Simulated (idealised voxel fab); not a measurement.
Herein follows the process module entitled voxel released beams.
Cross-section cut spans 215 nm and uses square cells 5 nm in size.
Cross-section spec: square-cell grid; bands listed top down; each band is one or more rows. Band: top height; bottom height; in nm. Then, left to right: material with width in nm, for each material. "throughout": a single material spanning edge to edge. "empty": empty space. Ref level 0: as-received wafer is one material below here. Bottom band extends down with no lower bound ("0 -> down"). It should be noted that a width expressed as "30->40" varies in equal increments from row to row of cells within the band, taking the value of the first number at the top row and that of the second number at the bottom row. "nothing changed" after a step means that no cell of the cross-section changed. If an empty space has no open way to the top and is at least 8 cells in size, "Sealed voids" lists it, written width x height at distance, where distance is measured from the left edge and every value is in nm. Read whatever lies past the settings on a step's line as the simulator's own remark about the step. "overlay nm" on a masked step: distance the mask lay right of its planned place, negative for left.

Steps in the process plan
| 1 | RECEIVE [material Si] |
| 2 | CONFORMAL_DEP [material Al2O3] [thk nm 5] |
| 3 | DIRECTIONAL_DEP [material SiO2] [thk nm 10] |
| 4 | PATTERN [tone open] [mask id ANCHOR] [material resist] [width nm 45] [thk nm 15] [overlay nm 0] |
| 5 | DIRECTIONAL_ETCH [etch materials SiO2] [depth nm 10] |
| 6 | STRIP [etch materials resist] |
| 7 | CONFORMAL_DEP [material polySi] [thk nm 15] |
| 8 | PATTERN [tone cover] [mask id BEAM] [material resist] [width nm 115] [thk nm 15] [overlay nm 0] |
| 9 | DIRECTIONAL_ETCH [etch materials polySi] [depth nm 15] |
| 10 | STRIP [etch materials resist] |
| 11 | STRIP [etch materials SiO2] |
Keep in mind the plan's value for the width nm of step 8 comes from the first wafer; the wafers don't share that setting, but they do share the same starting point.

Received wafers, first of several: cross-section after step 1
- 0 -> down = Si throughout
- Sealed voids: none

Cross-sectional representation of the first of several wafers at the end of the module, i.e. after its terminal step, step 11
- 30 -> 20 = 45 empty, 15 polySi, 15 empty, 85 polySi, 55 empty
- 20 -> 15 = 45 empty, 115 polySi, 55 empty
- 15 -> 5 = 45 empty, 45 polySi, 125 empty
- 5 -> 0 = Al2O3 throughout
- 0 -> down = Si throughout
- Sealed voids: none

Last wafer of the set, cross-sectioned at end of module
- 30 -> 20 = 35 empty, 25 polySi, 15 empty, 100 polySi, 40 empty
- 20 -> 15 = 35 empty, 140 polySi, 40 empty
- 15 -> 5 = 45 empty, 45 polySi, 125 empty
- 5 -> 0 = Al2O3 throughout
- 0 -> down = Si throughout
- Sealed voids: none

What follows is a table in which each wafer occupies a row; for the wafer as it stands at the close of the module, the row states, material by material, how many cells have been gained (+) or lost (-) since receipt, and then gives its closed voids
width nm 115; +43 Al2O3; +81 polySi; Sealed voids: none
width nm 120; +43 Al2O3; +84 polySi; Sealed voids: none
width nm 125; +43 Al2O3; +87 polySi; Sealed voids: none
width nm 130; +43 Al2O3; +90 polySi; Sealed voids: none
width nm 135; +43 Al2O3; +93 polySi; Sealed voids: none
width nm 140; +43 Al2O3; +96 polySi; Sealed voids: none
